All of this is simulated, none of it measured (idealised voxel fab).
Proc. module: voxel air gaps
Section cut is 240 nm wide and gridded with 5 nm square cells.
Cross-sections here: square-cell grids, written as top-down lists of bands, a band being one or more rows of cells.
It is stipulated that each band's entry specify, in nanometres, the height of the top of the band and then that of its bottom, followed by the materials of the band in left-to-right sequence, each together with its width in nanometres. A single material marked by the word "everywhere" is understood to fill the band from edge to edge; the word "empty" is understood to denote empty space.
Note: height 0 marks the level under which the wafer is uniformly one material as received. Lowest band unbounded below, written "0 down".
Quick explanation for "30->40": the width changes in equal steps down the rows of cells, from the first number in the band's top row to the second number in its bottom row.
For the purposes of this document, the phrase "all unchanged" attached to a step denotes that no cell within the cross-section was modified by that step.
"Trapped cavities": empty spaces of 8 cells or more with no open way to the top, each given as width x height at distance, distance from the left edge, all in nm.
Read whatever lies past the settings on a step's line as the simulator's own remark about the step.
Among the settings permitted on a step's line is "overlay nm"; applied to a step with a mask, it specifies the extent to which the mask lay to the right of its planned position, whereas a negative figure signifies a position to the left.

## The process steps that were planned are listed below
1. op RECEIVE | material Si
2. op CONFORMAL_DEP | material SiO2 | thk nm 15
3. op CONFORMAL_DEP | material SiN | thk nm 5
4. op DIRECTIONAL_DEP | material SiO2 | thk nm 30
5. op MASKED_ETCH | tone open | mask id LINES | width nm 25 | pitch nm 55 | etch materials SiO2 | depth nm 30 | overlay nm 0
6. op CONFORMAL_DEP | material TiN | thk nm 5
7. op FILL_DEP | material W | thk nm 5
8. op CMP | height nm 50
9. op EPI | material Ru | thk nm 10
10. op SELECTIVE_ETCH | etch materials SiO2 | depth nm 40
11. op CONFORMAL_DEP | material SiN | thk nm 5

## Incoming wafer in cross-section (state: after step 1)
	0 down = Si everywhere
	Trapped cavities: none

## First wafer of two, sectioned at end of module; run went per plan
	65 to 60 = 35 of empty, then 165 of SiN, then 40 of empty
	60 to 50 = 35 of empty, then 5 of SiN, then 45 of Ru, then 10 of SiN, then 45 of Ru, then 10 of SiN, then 45 of Ru, then 5 of SiN, then 40 of empty
	50 to 45 = 35 of empty, then 15 of SiN, then 5 of TiN, then 15 of W, then 5 of TiN, then 30 of SiN, then 5 of TiN, then 15 of W, then 5 of TiN, then 30 of SiN, then 5 of TiN, then 15 of W, then 5 of TiN, then 15 of SiN, then 40 of empty
	45 to 25 = 45 of empty, then 5 of SiN, then 5 of TiN, then 15 of W, then 5 of TiN, then 5 of SiN, then 20 of empty, then 5 of SiN, then 5 of TiN, then 15 of W, then 5 of TiN, then 5 of SiN, then 20 of empty, then 5 of SiN, then 5 of TiN, then 15 of W, then 5 of TiN, then 5 of SiN, then 50 of empty
	25 to 20 = 50 of SiN, then 25 of TiN, then 30 of SiN, then 25 of TiN, then 30 of SiN, then 25 of TiN, then 55 of SiN
	20 to 15 = SiN everywhere
	15 to 0 = SiO2 everywhere
	0 down = Si everywhere
	Trapped cavities: 20 x 20 at 80; 20 x 20 at 135

## Wafer two cross-section, module end. Start and plan unchanged from wafer one; one mistake made during the run
	65 to 60 = 40 of empty, then 45 of SiN, then 10 of empty, then 45 of SiN, then 10 of empty, then 45 of SiN, then 45 of empty
	60 to 50 = 40 of empty, then 5 of SiN, then 35 of Ru, then 5 of SiN, then 10 of empty, then 5 of SiN, then 35 of Ru, then 5 of SiN, then 10 of empty, then 5 of SiN, then 35 of Ru, then 5 of SiN, then 45 of empty
	50 to 45 = 40 of empty, then 15 of SiN, then 5 of TiN, then 5 of W, then 5 of TiN, then 15 of SiN, then 10 of empty, then 15 of SiN, then 5 of TiN, then 5 of W, then 5 of TiN, then 15 of SiN, then 10 of empty, then 15 of SiN, then 5 of TiN, then 5 of W, then 5 of TiN, then 15 of SiN, then 45 of empty
	45 to 25 = 50 of empty, then 5 of SiN, then 5 of TiN, then 5 of W, then 5 of TiN, then 5 of SiN, then 30 of empty, then 5 of SiN, then 5 of TiN, then 5 of W, then 5 of TiN, then 5 of SiN, then 30 of empty, then 5 of SiN, then 5 of TiN, then 5 of W, then 5 of TiN, then 5 of SiN, then 55 of empty
	25 to 20 = 55 of SiN, then 15 of TiN, then 40 of SiN, then 15 of TiN, then 40 of SiN, then 15 of TiN, then 60 of SiN
	20 to 15 = SiN everywhere
	15 to 0 = SiO2 everywhere
	0 down = Si everywhere
	Trapped cavities: none
Heads up, the wafer didn't run the way we planned it: off-plan run, step 5, actual operation and settings op MASKED_ETCH | tone open | mask id LINES | width nm 15 | pitch nm 55 | etch materials SiO2 | depth nm 30 | overlay nm 0
FYI, end of process, the second wafer has more or fewer cells of some materials than the first: Ru -12, TiN -6, W -30
Long story short, the first wafer ends with 2 closed voids and the second one with 0.
